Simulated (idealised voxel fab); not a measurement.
process module | voxel ribs on slabs
cross-section cut | 295 nm wide | cells 5 nm
A cross-section is a grid of square cells, given in bands from the top down. A band is one or more rows of cells.
Each band's line starts with the height of the band's top and of its bottom, in nm. Then come its materials from left to right, each with its width in nm. One material with "throughout" fills the band from edge to edge. "air" is empty space.
Height 0 is the level under which the wafer as received is all one material. The lowest band goes on downwards, as in "0 down".
A width such as "30 to 40" changes by the same amount from each row of cells to the next, from the band's top row to its bottom row.
"no change" after a step means that no cell of the cross-section changed.
closed voids: empty space of 8 cells or more with no open way to the top, each as width x height at its distance from the left edge, in nm
after a step's settings: what the simulator itself notes on the step
overlay nm, on a step with a mask: how far to the right of its planned place the mask lay; to the left if negative
plan
1 op RECEIVE | material Si
2 op DIRECTIONAL_DEP | material SiO2 | thk nm 30
3 op DIRECTIONAL_DEP | material SiN | thk nm 10
4 op PATTERN | tone cover | mask id RIB | material resist | width nm 15 | thk nm 20 | overlay nm 0
5 op DIRECTIONAL_ETCH | etch materials SiN | depth nm 10
6 op STRIP | etch materials resist
7 op MASKED_ETCH | tone cover | mask id SLAB | width nm 75 | etch materials SiN | depth nm 5 | overlay nm 0
8 op FILL_DEP | material SiO2 | thk nm 25
9 op CMP | height nm 65
10 op DIRECTIONAL_DEP | material W | thk nm 10
11 op DIRECTIONAL_DEP | material aC | thk nm 15
12 op PATTERN | tone cover | mask id HEATER | material resist | width nm 25 | thk nm 35 | overlay nm 0
13 op DIRECTIONAL_ETCH | etch materials aC | depth nm 15
14 op STRIP | etch materials resist
15 op DIRECTIONAL_ETCH | etch materials W | depth nm 10
16 op STRIP | etch materials aC
17 op CONFORMAL_DEP | material SiO2 | thk nm 5
varied across the wafers: thk nm of step 3. The plan shows the first wafer's value. All wafers start alike
first wafer as received, after step 1
  0 down: Si throughout
  closed voids: none
first wafer at the end, after step 17
  80 to 75: air 130 | SiO2 35 | air 130
  75 to 70: air 130 | SiO2 5 | W 25 | SiO2 5 | air 130
  70 to 65: SiO2 135 | W 25 | SiO2 135
  65 to 40: SiO2 throughout
  40 to 30: SiO2 140 | SiN 15 | SiO2 140
  30 to 0: SiO2 throughout
  0 down: Si throughout
  closed voids: none
last wafer at the end
  80 to 75: air 130 | SiO2 35 | air 130
  75 to 70: air 130 | SiO2 5 | W 25 | SiO2 5 | air 130
  70 to 65: SiO2 135 | W 25 | SiO2 135
  65 to 60: SiO2 throughout
  60 to 50: SiO2 140 | SiN 15 | SiO2 140
  50 to 45: SiO2 110 | SiN 75 | SiO2 110
  45 to 30: SiN throughout
  30 to 0: SiO2 throughout
  0 down: Si throughout
  closed voids: none
each wafer at the end: cells of each material gained (+) or lost (-) since it was received, then its closed voids
thk nm 10 | +6 SiN | +824 SiO2 | +10 W | closed voids: none
thk nm 15 | +21 SiN | +809 SiO2 | +10 W | closed voids: none
thk nm 20 | +80 SiN | +750 SiO2 | +10 W | closed voids: none
thk nm 25 | +139 SiN | +691 SiO2 | +10 W | closed voids: none
thk nm 30 | +198 SiN | +632 SiO2 | +10 W | closed voids: none
